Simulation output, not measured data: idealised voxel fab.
The process module presented herein is designated voxel trench capacitor.
FYI the section here is cut, 160 nm wide, cells are 5 nm squares.
Format of a cross-section: grid, square cells. Given as bands. Order: top down. Band: one or more rows of cells. The entry gives the band's vertical extent as a top height and a bottom height in nm, then its horizontal make-up as materials from left to right, each with a width in nm. "air" stands for empty space; a single material marked "edge to edge" fills the band edge to edge. Basically, 0 is our baseline, since under it the wafer straight out of the box is all one material. The bottom band has no lower end and keeps on going down, so it looks like "z 0 and below". With a width like "30 to 40", each row of cells in the band differs from the next by the same amount, the top row carrying the first number and the bottom row the second. You'll sometimes find "no modification" written for a step, and that's the way of saying that nowhere in the cross-section did a cell change during that step. "Tabulated closed voids": empty spaces of 8 cells or more with no open way to the top, each given as width x height at distance, distance from the left edge, all in nm. On a step's line, text after the settings is the simulator commenting on that step. On any step carrying a mask, the "overlay nm" setting, if present on the step's line, tells how far right of its planned place the mask lay; negative values point to the left. Reading key. Pairs: pre-step and post-step cross-section, one process step apart; post-step view only to lowest changed band. Step between + settings: beneath pair. Runs: pairs may be from different runs of this module, same starting wafer. Continuation from pair above: only where "Status before step" entry says.
**Status before step**
    z 25 to 15: SiN edge to edge
    z 15 to 10: TiN: 55, SiN: 5, TiN: 40, SiN: 5, TiN: 55
    z 10 to 5: Al2O3: 50, TiN: 5, SiN: 5, TiN: 5, Al2O3: 30, TiN: 5, SiN: 5, TiN: 5, Al2O3: 50
    z 5 to 0: SiN: 45, Al2O3: 5, TiN: 5, SiN: 5, TiN: 5, Al2O3: 5, SiN: 20, Al2O3: 5, TiN: 5, SiN: 5, TiN: 5, Al2O3: 5, SiN: 45
    z 0 to -20: Si: 45, Al2O3: 5, TiN: 5, SiN: 5, TiN: 5, Al2O3: 5, Si: 20, Al2O3: 5, TiN: 5, SiN: 5, TiN: 5, Al2O3: 5, Si: 45
    z -20 to -25: Si: 45, Al2O3: 5, TiN: 15, Al2O3: 5, Si: 20, Al2O3: 5, TiN: 15, Al2O3: 5, Si: 45
    z -25 to -30: Si: 45, Al2O3: 25, Si: 20, Al2O3: 25, Si: 45
    z -30 and below: Si edge to edge
    Tabulated closed voids: none
**Step Outcome**
    z 5 to 0: SiN: 45, Al2O3: 5, TiN: 5, SiN: 5, TiN: 5, Al2O3: 5, SiN: 20, Al2O3: 5, TiN: 5, SiN: 5, TiN: 5, Al2O3: 5, SiN: 45
    Heights below 0 show no change.
    Tabulated closed voids: none
Formally, the process step situated between the two cross-sections above is CMP,height nm 5
**Status before step**
    z 20 to 5: aC edge to edge
    z 5 to 0: SiN edge to edge
    z 0 and below: Si edge to edge
    Tabulated closed voids: none
**Step Outcome**
    z 55 to 20: air: 45, resist: 25, air: 20, resist: 25, air: 45
    Heights below 20 show no change.
    Tabulated closed voids: none
Formally, the process step situated between the two cross-sections above is PATTERN,tone cover,mask id TRENCH,material resist,width nm 25,pitch nm 45,thk nm 35,overlay nm 0
Status before step: The initial state for this step is given by the after cross-section of the immediately preceding pair.
**Step Outcome**
    z 40 to 20: air: 45, resist: 25, air: 20, resist: 25, air: 45
    z 20 to 5: air: 45, aC: 25, air: 20, aC: 25, air: 45
    Heights below 5 show no change.
    Tabulated closed voids: none
Formally, the process step situated between the two cross-sections above is DIRECTIONAL_ETCH,etch materials aC,depth nm 15
Status before step: The initial state for this step is given by the after cross-section of the immediately preceding pair.
**Step Outcome**
    z 20 to 5: air: 45, aC: 25, air: 20, aC: 25, air: 45
    Heights below 5 show no change.
    Tabulated closed voids: none
Formally, the process step situated between the two cross-sections above is STRIP,etch materials resist
Status before step: The initial state for this step is given by the after cross-section of the immediately preceding pair.
**Step Outcome**
    z 20 to 5: air: 45, aC: 25, air: 20, aC: 25, air: 45
    z 5 to 0: air: 45, SiN: 25, air: 20, SiN: 25, air: 45
    Heights below 0 show no change.
    Tabulated closed voids: none
Formally, the process step situated between the two cross-sections above is DIRECTIONAL_ETCH,etch materials SiN,depth nm 5
Status before step: The initial state for this step is given by the after cross-section of the immediately preceding pair.
**Step Outcome**
    z 20 to 5: air: 45, aC: 25, air: 20, aC: 25, air: 45
    z 5 to 0: air: 45, SiN: 25, air: 20, SiN: 25, air: 45
    z 0 to -30: air: 45, Si: 25, air: 20, Si: 25, air: 45
    Heights below -30 show no change.
    Tabulated closed voids: none
Formally, the process step situated between the two cross-sections above is DIRECTIONAL_ETCH,etch materials Si,depth nm 30
Status before step: The initial state for this step is given by the after cross-section of the immediately preceding pair.
**Step Outcome**
    z 5 to 0: air: 45, SiN: 25, air: 20, SiN: 25, air: 45
    Heights below 0 show no change.
    Tabulated closed voids: none
Formally, the process step situated between the two cross-sections above is STRIP,etch materials aC
Status before step: The initial state for this step is given by the after cross-section of the immediately preceding pair.
**Step Outcome**
    z 10 to 5: air: 40, Al2O3: 35, air: 10, Al2O3: 35, air: 40
    z 5 to 0: air: 40, Al2O3: 5, SiN: 25, Al2O3: 5, air: 10, Al2O3: 5, SiN: 25, Al2O3: 5, air: 40
    z 0 to -25: air: 40, Al2O3: 5, Si: 25, Al2O3: 5, air: 10, Al2O3: 5, Si: 25, Al2O3: 5, air: 40
    z -25 to -30: Al2O3: 45, Si: 25, Al2O3: 20, Si: 25, Al2O3: 45
    Heights below -30 show no change.
    Tabulated closed voids: none
Formally, the process step situated between the two cross-sections above is CONFORMAL_DEP,material Al2O3,thk nm 5
Status before step: The initial state for this step is given by the after cross-section of the immediately preceding pair.
**Step Outcome**
    z 15 to 10: air: 35, TiN: 90, air: 35
    z 10 to 5: air: 35, TiN: 5, Al2O3: 35, TiN: 10, Al2O3: 35, TiN: 5, air: 35
    z 5 to 0: air: 35, TiN: 5, Al2O3: 5, SiN: 25, Al2O3: 5, TiN: 10, Al2O3: 5, SiN: 25, Al2O3: 5, TiN: 5, air: 35
    z 0 to -20: air: 35, TiN: 5, Al2O3: 5, Si: 25, Al2O3: 5, TiN: 10, Al2O3: 5, Si: 25, Al2O3: 5, TiN: 5, air: 35
    z -20 to -25: TiN: 40, Al2O3: 5, Si: 25, Al2O3: 5, TiN: 10, Al2O3: 5, Si: 25, Al2O3: 5, TiN: 40
    Heights below -25 show no change.
    Tabulated closed voids: none
Formally, the process step situated between the two cross-sections above is CONFORMAL_DEP,material TiN,thk nm 5
Status before step: The initial state for this step is given by the after cross-section of the immediately preceding pair.
**Step Outcome**
    z 25 to 15: W edge to edge
    z 15 to 10: W: 35, TiN: 90, W: 35
    z 10 to 5: W: 35, TiN: 5, Al2O3: 35, TiN: 10, Al2O3: 35, TiN: 5, W: 35
    z 5 to 0: W: 35, TiN: 5, Al2O3: 5, SiN: 25, Al2O3: 5, TiN: 10, Al2O3: 5, SiN: 25, Al2O3: 5, TiN: 5, W: 35
    z 0 to -20: W: 35, TiN: 5, Al2O3: 5, Si: 25, Al2O3: 5, TiN: 10, Al2O3: 5, Si: 25, Al2O3: 5, TiN: 5, W: 35
    Heights below -20 show no change.
    Tabulated closed voids: none
Formally, the process step situated between the two cross-sections above is FILL_DEP,material W,thk nm 10
Status before step: The initial state for this step is given by the after cross-section of the immediately preceding pair.
**Step Outcome**
    z 5 to 0: W: 35, TiN: 5, Al2O3: 5, SiN: 25, Al2O3: 5, TiN: 10, Al2O3: 5, SiN: 25, Al2O3: 5, TiN: 5, W: 35
    Heights below 0 show no change.
    Tabulated closed voids: none
Formally, the process step situated between the two cross-sections above is CMP,height nm 5
